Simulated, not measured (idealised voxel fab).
process module | voxel capacitor over wiring
Each square cell in cross-section cut measures 5 nm, and the section as a whole is 215 nm wide.
Cross-section, as written here: a square-cell grid given band by band from the top down, where a band holds one or more rows of cells.
In this notation a band is specified by the heights of its top and bottom, in that order and in nm, after which its materials appear from left to right, each paired with its width in nm. The word "all across" attached to a single material means that material fills the band from edge to edge; the word "blank" stands for empty space.
Where do heights start? At 0: under that level the wafer as delivered is made of one material only. And the lowest band has no floor; it just carries on downward, as in "0..down".
Think of "30..40" as a width that walks from the first number to the second as you go down the band, top row to bottom row, taking equal-sized steps from row to row.
Take "no alterations made" at face value: in the step it is given for, the cross-section changed in none of its cells.
Voids not open to the top, 8 cells minimum: see "Trapped cavities". Written width x height at distance; distance is from the left edge; nm.
after a step's settings: what the simulator itself notes on the step
A step's line can hold "overlay nm"; with a mask on that step, the setting says how far right of the planned place the mask lay, while a negative setting says it lay to the left.
The planned process steps are enumerated hereunder:
step 1: RECEIVE, material Si
step 2: CONFORMAL_DEP, material SiO2, thk nm 15
step 3: CONFORMAL_DEP, material SiN, thk nm 5
step 4: DIRECTIONAL_DEP, material lowk, thk nm 20
step 5: MASKED_ETCH, tone open, mask id METAL_1, width nm 25, pitch nm 95, etch materials lowk, depth nm 20, overlay nm 0
step 6: MASKED_ETCH, tone open, mask id METAL_1, width nm 25, pitch nm 95, etch materials SiN, depth nm 5, overlay nm 0
step 7: CONFORMAL_DEP, material TiN, thk nm 5
step 8: FILL_DEP, material W, thk nm 5
step 9: CMP, height nm 40
step 10: EPI, material Ru, thk nm 5
step 11: FILL_DEP, material SiCN, thk nm 5
step 12: DIRECTIONAL_DEP, material SiO2, thk nm 10
step 13: PATTERN, tone open, mask id PLUG_1, material resist, width nm 15, thk nm 15, overlay nm 0
step 14: DIRECTIONAL_ETCH, etch materials SiO2, depth nm 10
step 15: DIRECTIONAL_ETCH, etch materials SiCN, depth nm 5
step 16: STRIP, etch materials resist
step 17: CONFORMAL_DEP, material TiN, thk nm 5
step 18: FILL_DEP, material Ru, thk nm 5
step 19: CMP, height nm 60
step 20: DIRECTIONAL_DEP, material TiN, thk nm 10
step 21: DIRECTIONAL_DEP, material HfO2, thk nm 5
step 22: DIRECTIONAL_DEP, material TiN, thk nm 10
step 23: DIRECTIONAL_DEP, material aC, thk nm 10
step 24: PATTERN, tone cover, mask id UPPER_PLATE, material resist, width nm 75, thk nm 25, overlay nm 0
step 25: DIRECTIONAL_ETCH, etch materials aC, depth nm 10
step 26: STRIP, etch materials resist
step 27: DIRECTIONAL_ETCH, etch materials TiN, depth nm 10
step 28: DIRECTIONAL_ETCH, etch materials HfO2, depth nm 5
step 29: STRIP, etch materials aC
step 30: MASKED_ETCH, tone cover, mask id LOWER_PLATE, width nm 85, etch materials TiN, depth nm 10, overlay nm 0
step 31: FILL_DEP, material SiO2, thk nm 20
step 32: CMP, height nm 100
step 33: PATTERN, tone open, mask id PLUG_2, material resist, width nm 15, thk nm 20, overlay nm 0
step 34: DIRECTIONAL_ETCH, etch materials SiO2, depth nm 15
step 35: STRIP, etch materials resist
step 36: CONFORMAL_DEP, material TiN, thk nm 5
step 37: FILL_DEP, material Ru, thk nm 5
step 38: CMP, height nm 100
step 39: CONFORMAL_DEP, material SiN, thk nm 5
The following pertains to the first of two wafers, which was processed as planned:
As-received wafer cross-section (after step 1):
	0..down: Si all across
	Trapped cavities: none
State of the wafer after step 2, shown in cross-section:
	15..0: SiO2 all across
	Below 0, the layers are the same as they were.
State of the wafer after step 3, shown in cross-section:
	20..15: SiN all across
	Below 15, the layers are the same as they were.
State of the wafer after step 4, shown in cross-section:
	40..20: lowk all across
	Below 20, the layers are the same as they were.
State of the wafer after step 5, shown in cross-section:
	40..20: lowk: 45; blank: 25; lowk: 70; blank: 25; lowk: 50
	Below 20, the layers are the same as they were.
State of the wafer after step 6, shown in cross-section:
	40..20: lowk: 45; blank: 25; lowk: 70; blank: 25; lowk: 50
	20..15: SiN: 45; blank: 25; SiN: 70; blank: 25; SiN: 50
	Below 15, the layers are the same as they were.
State of the wafer after step 7, shown in cross-section:
	45..40: TiN: 50; blank: 15; TiN: 80; blank: 15; TiN: 55
	40..20: lowk: 45; TiN: 5; blank: 15; TiN: 5; lowk: 70; TiN: 5; blank: 15; TiN: 5; lowk: 50
	20..15: SiN: 45; TiN: 25; SiN: 70; TiN: 25; SiN: 50
	Below 15, the layers are the same as they were.
State of the wafer after step 8, shown in cross-section:
	50..45: W all across
	45..40: TiN: 50; W: 15; TiN: 80; W: 15; TiN: 55
	40..20: lowk: 45; TiN: 5; W: 15; TiN: 5; lowk: 70; TiN: 5; W: 15; TiN: 5; lowk: 50
	Below 20, the layers are the same as they were.
State of the wafer after step 9, shown in cross-section:
	40..20: lowk: 45; TiN: 5; W: 15; TiN: 5; lowk: 70; TiN: 5; W: 15; TiN: 5; lowk: 50
	Below 20, the layers are the same as they were.
State of the wafer after step 10, shown in cross-section:
	45..40: blank: 40; Ru: 35; blank: 60; Ru: 35; blank: 45
	Below 40, the layers are the same as they were.
State of the wafer after step 11, shown in cross-section:
	50..45: SiCN all across
	45..40: SiCN: 40; Ru: 35; SiCN: 60; Ru: 35; SiCN: 45
	Below 40, the layers are the same as they were.
State of the wafer after step 12, shown in cross-section:
	60..50: SiO2 all across
	Below 50, the layers are the same as they were.
State of the wafer after step 13, shown in cross-section:
	75..60: resist: 55; blank: 15; resist: 145
	Below 60, the layers are the same as they were.
State of the wafer after step 14, shown in cross-section:
	75..60: resist: 55; blank: 15; resist: 145
	60..50: SiO2: 55; blank: 15; SiO2: 145
	Below 50, the layers are the same as they were.
State of the wafer after step 15, shown in cross-section:
	75..60: resist: 55; blank: 15; resist: 145
	60..50: SiO2: 55; blank: 15; SiO2: 145
	50..45: SiCN: 55; blank: 15; SiCN: 145
	Below 45, the layers are the same as they were.
State of the wafer after step 16, shown in cross-section:
	60..50: SiO2: 55; blank: 15; SiO2: 145
	Below 50, the layers are the same as they were.
State of the wafer after step 17, shown in cross-section:
	65..60: TiN: 60; blank: 5; TiN: 150
	60..50: SiO2: 55; TiN: 5; blank: 5; TiN: 5; SiO2: 145
	50..45: SiCN: 55; TiN: 15; SiCN: 145
	Below 45, the layers are the same as they were.
State of the wafer after step 18, shown in cross-section:
	70..65: Ru all across
	65..60: TiN: 60; Ru: 5; TiN: 150
	60..50: SiO2: 55; TiN: 5; Ru: 5; TiN: 5; SiO2: 145
	Below 50, the layers are the same as they were.
State of the wafer after step 19, shown in cross-section:
	60..50: SiO2: 55; TiN: 5; Ru: 5; TiN: 5; SiO2: 145
	Below 50, the layers are the same as they were.
State of the wafer after step 20, shown in cross-section:
	70..60: TiN all across
	Below 60, the layers are the same as they were.
State of the wafer after step 21, shown in cross-section:
	75..70: HfO2 all across
	Below 70, the layers are the same as they were.
State of the wafer after step 22, shown in cross-section:
	85..75: TiN all across
	Below 75, the layers are the same as they were.
State of the wafer after step 23, shown in cross-section:
	95..85: aC all across
	Below 85, the layers are the same as they were.
State of the wafer after step 24, shown in cross-section:
	120..95: blank: 55; resist: 75; blank: 85
	Below 95, the layers are the same as they were.
State of the wafer after step 25, shown in cross-section:
	110..95: blank: 55; resist: 75; blank: 85
	95..85: blank: 55; aC: 75; blank: 85
	Below 85, the layers are the same as they were.
State of the wafer after step 26, shown in cross-section:
	95..85: blank: 55; aC: 75; blank: 85
	Below 85, the layers are the same as they were.
State of the wafer after step 27, shown in cross-section:
	95..85: blank: 55; aC: 75; blank: 85
	85..75: blank: 55; TiN: 75; blank: 85
	Below 75, the layers are the same as they were.
State of the wafer after step 28, shown in cross-section:
	95..85: blank: 55; aC: 75; blank: 85
	85..75: blank: 55; TiN: 75; blank: 85
	75..70: blank: 55; HfO2: 75; blank: 85
	Below 70, the layers are the same as they were.
State of the wafer after step 29, shown in cross-section:
	85..75: blank: 55; TiN: 75; blank: 85
	Below 75, the layers are the same as they were.
State of the wafer after step 30, shown in cross-section:
	85..75: blank: 55; TiN: 75; blank: 85
	75..70: blank: 55; HfO2: 75; blank: 85
	70..60: blank: 50; TiN: 85; blank: 80
	Below 60, the layers are the same as they were.
State of the wafer after step 31, shown in cross-section:
	105..85: SiO2 all across
	85..75: SiO2: 55; TiN: 75; SiO2: 85
	75..70: SiO2: 55; HfO2: 75; SiO2: 85
	70..60: SiO2: 50; TiN: 85; SiO2: 80
	Below 60, the layers are the same as they were.
State of the wafer after step 32, shown in cross-section:
	100..85: SiO2 all across
	Below 85, the layers are the same as they were.
State of the wafer after step 33, shown in cross-section:
	120..100: resist: 65; blank: 15; resist: 135
	Below 100, the layers are the same as they were.
State of the wafer after step 34, shown in cross-section:
	120..100: resist: 65; blank: 15; resist: 135
	100..85: SiO2: 65; blank: 15; SiO2: 135
	Below 85, the layers are the same as they were.
State of the wafer after step 35, shown in cross-section:
	100..85: SiO2: 65; blank: 15; SiO2: 135
	Below 85, the layers are the same as they were.
State of the wafer after step 36, shown in cross-section:
	105..100: TiN: 70; blank: 5; TiN: 140
	100..90: SiO2: 65; TiN: 5; blank: 5; TiN: 5; SiO2: 135
	90..85: SiO2: 65; TiN: 15; SiO2: 135
	Below 85, the layers are the same as they were.
State of the wafer after step 37, shown in cross-section:
	110..105: Ru all across
	105..100: TiN: 70; Ru: 5; TiN: 140
	100..90: SiO2: 65; TiN: 5; Ru: 5; TiN: 5; SiO2: 135
	Below 90, the layers are the same as they were.
State of the wafer after step 38, shown in cross-section:
	100..90: SiO2: 65; TiN: 5; Ru: 5; TiN: 5; SiO2: 135
	Below 90, the layers are the same as they were.
State of the wafer after step 39, shown in cross-section:
	105..100: SiN all across
	Below 100, the layers are the same as they were.
The Second Wafer: Common Origin and Plan, One Mistake in Execution, Identical to the First Through Step 4:
Second wafer, sectioned view, at step 5's planned end time:
	40..20: lowk: 50; blank: 15; lowk: 80; blank: 15; lowk: 55
	Below 20, the layers are the same as they were.
Second wafer, sectioned view, at step 6's planned end time:
	40..20: lowk: 50; blank: 15; lowk: 80; blank: 15; lowk: 55
	20..15: SiN: 50; blank: 15; SiN: 80; blank: 15; SiN: 55
	Below 15, the layers are the same as they were.
Second wafer, sectioned view, at step 7's planned end time:
	45..40: TiN: 55; blank: 5; TiN: 90; blank: 5; TiN: 60
	40..20: lowk: 50; TiN: 5; blank: 5; TiN: 5; lowk: 80; TiN: 5; blank: 5; TiN: 5; lowk: 55
	20..15: SiN: 50; TiN: 15; SiN: 80; TiN: 15; SiN: 55
	Below 15, the layers are the same as they were.
Second wafer, sectioned view, at step 8's planned end time:
	50..45: W all across
	45..40: TiN: 55; W: 5; TiN: 90; W: 5; TiN: 60
	40..20: lowk: 50; TiN: 5; W: 5; TiN: 5; lowk: 80; TiN: 5; W: 5; TiN: 5; lowk: 55
	Below 20, the layers are the same as they were.
Second wafer, sectioned view, at step 9's planned end time:
	40..20: lowk: 50; TiN: 5; W: 5; TiN: 5; lowk: 80; TiN: 5; W: 5; TiN: 5; lowk: 55
	Below 20, the layers are the same as they were.
Second wafer, sectioned view, at step 10's planned end time:
	45..40: blank: 45; Ru: 25; blank: 70; Ru: 25; blank: 50
	Below 40, the layers are the same as they were.
Second wafer, sectioned view, at step 11's planned end time:
	50..45: SiCN all across
	45..40: SiCN: 45; Ru: 25; SiCN: 70; Ru: 25; SiCN: 50
	Below 40, the layers are the same as they were.
Second wafer, sectioned view, at step 12's planned end time:
	60..50: SiO2 all across
	Below 50, the layers are the same as they were.
Second wafer, sectioned view, at step 13's planned end time:
	75..60: resist: 55; blank: 15; resist: 145
	Below 60, the layers are the same as they were.
Second wafer, sectioned view, at step 14's planned end time:
	75..60: resist: 55; blank: 15; resist: 145
	60..50: SiO2: 55; blank: 15; SiO2: 145
	Below 50, the layers are the same as they were.
Second wafer, sectioned view, at step 15's planned end time:
	75..60: resist: 55; blank: 15; resist: 145
	60..50: SiO2: 55; blank: 15; SiO2: 145
	50..45: SiCN: 55; blank: 15; SiCN: 145
	Below 45, the layers are the same as they were.
Second wafer, sectioned view, at step 16's planned end time:
	60..50: SiO2: 55; blank: 15; SiO2: 145
	Below 50, the layers are the same as they were.
Second wafer, sectioned view, at step 17's planned end time:
	65..60: TiN: 60; blank: 5; TiN: 150
	60..50: SiO2: 55; TiN: 5; blank: 5; TiN: 5; SiO2: 145
	50..45: SiCN: 55; TiN: 15; SiCN: 145
	Below 45, the layers are the same as they were.
Second wafer, sectioned view, at step 18's planned end time:
	70..65: Ru all across
	65..60: TiN: 60; Ru: 5; TiN: 150
	60..50: SiO2: 55; TiN: 5; Ru: 5; TiN: 5; SiO2: 145
	Below 50, the layers are the same as they were.
Second wafer, sectioned view, at step 19's planned end time:
	60..50: SiO2: 55; TiN: 5; Ru: 5; TiN: 5; SiO2: 145
	Below 50, the layers are the same as they were.
Second wafer, sectioned view, at step 20's planned end time:
	70..60: TiN all across
	Below 60, the layers are the same as they were.
Second wafer, sectioned view, at step 21's planned end time:
	75..70: HfO2 all across
	Below 70, the layers are the same as they were.
Second wafer, sectioned view, at step 22's planned end time:
	85..75: TiN all across
	Below 75, the layers are the same as they were.
Second wafer, sectioned view, at step 23's planned end time:
	95..85: aC all across
	Below 85, the layers are the same as they were.
Second wafer, sectioned view, at step 24's planned end time:
	120..95: blank: 55; resist: 75; blank: 85
	Below 95, the layers are the same as they were.
Second wafer, sectioned view, at step 25's planned end time:
	110..95: blank: 55; resist: 75; blank: 85
	95..85: blank: 55; aC: 75; blank: 85
	Below 85, the layers are the same as they were.
Second wafer, sectioned view, at step 26's planned end time:
	95..85: blank: 55; aC: 75; blank: 85
	Below 85, the layers are the same as they were.
Second wafer, sectioned view, at step 27's planned end time:
	95..85: blank: 55; aC: 75; blank: 85
	85..75: blank: 55; TiN: 75; blank: 85
	Below 75, the layers are the same as they were.
Second wafer, sectioned view, at step 28's planned end time:
	95..85: blank: 55; aC: 75; blank: 85
	85..75: blank: 55; TiN: 75; blank: 85
	75..70: blank: 55; HfO2: 75; blank: 85
	Below 70, the layers are the same as they were.
Second wafer, sectioned view, at step 29's planned end time:
	85..75: blank: 55; TiN: 75; blank: 85
	Below 75, the layers are the same as they were.
Second wafer, sectioned view, at step 30's planned end time:
	85..75: blank: 55; TiN: 75; blank: 85
	75..70: blank: 55; HfO2: 75; blank: 85
	70..60: blank: 50; TiN: 85; blank: 80
	Below 60, the layers are the same as they were.
Second wafer, sectioned view, at step 31's planned end time:
	105..85: SiO2 all across
	85..75: SiO2: 55; TiN: 75; SiO2: 85
	75..70: SiO2: 55; HfO2: 75; SiO2: 85
	70..60: SiO2: 50; TiN: 85; SiO2: 80
	Below 60, the layers are the same as they were.
Second wafer, sectioned view, at step 32's planned end time:
	100..85: SiO2 all across
	Below 85, the layers are the same as they were.
Second wafer, sectioned view, at step 33's planned end time:
	120..100: resist: 65; blank: 15; resist: 135
	Below 100, the layers are the same as they were.
Second wafer, sectioned view, at step 34's planned end time:
	120..100: resist: 65; blank: 15; resist: 135
	100..85: SiO2: 65; blank: 15; SiO2: 135
	Below 85, the layers are the same as they were.
Second wafer, sectioned view, at step 35's planned end time:
	100..85: SiO2: 65; blank: 15; SiO2: 135
	Below 85, the layers are the same as they were.
Second wafer, sectioned view, at step 36's planned end time:
	105..100: TiN: 70; blank: 5; TiN: 140
	100..90: SiO2: 65; TiN: 5; blank: 5; TiN: 5; SiO2: 135
	90..85: SiO2: 65; TiN: 15; SiO2: 135
	Below 85, the layers are the same as they were.
Second wafer, sectioned view, at step 37's planned end time:
	110..105: Ru all across
	105..100: TiN: 70; Ru: 5; TiN: 140
	100..90: SiO2: 65; TiN: 5; Ru: 5; TiN: 5; SiO2: 135
	Below 90, the layers are the same as they were.
Second wafer, sectioned view, at step 38's planned end time:
	100..90: SiO2: 65; TiN: 5; Ru: 5; TiN: 5; SiO2: 135
	Below 90, the layers are the same as they were.
Second wafer, sectioned view, at step 39's planned end time:
	105..100: SiN all across
	Below 100, the layers are the same as they were.
Plan not followed: step 5 did not happen as planned, as run it was MASKED_ETCH, tone open, mask id METAL_1, width nm 15, pitch nm 95, etch materials lowk, depth nm 20, overlay nm 0
Final cells, second wafer relative to first, materials higher or lower: -4 Ru, +4 SiCN, +4 SiN, -4 TiN, -16 W, +16 lowk
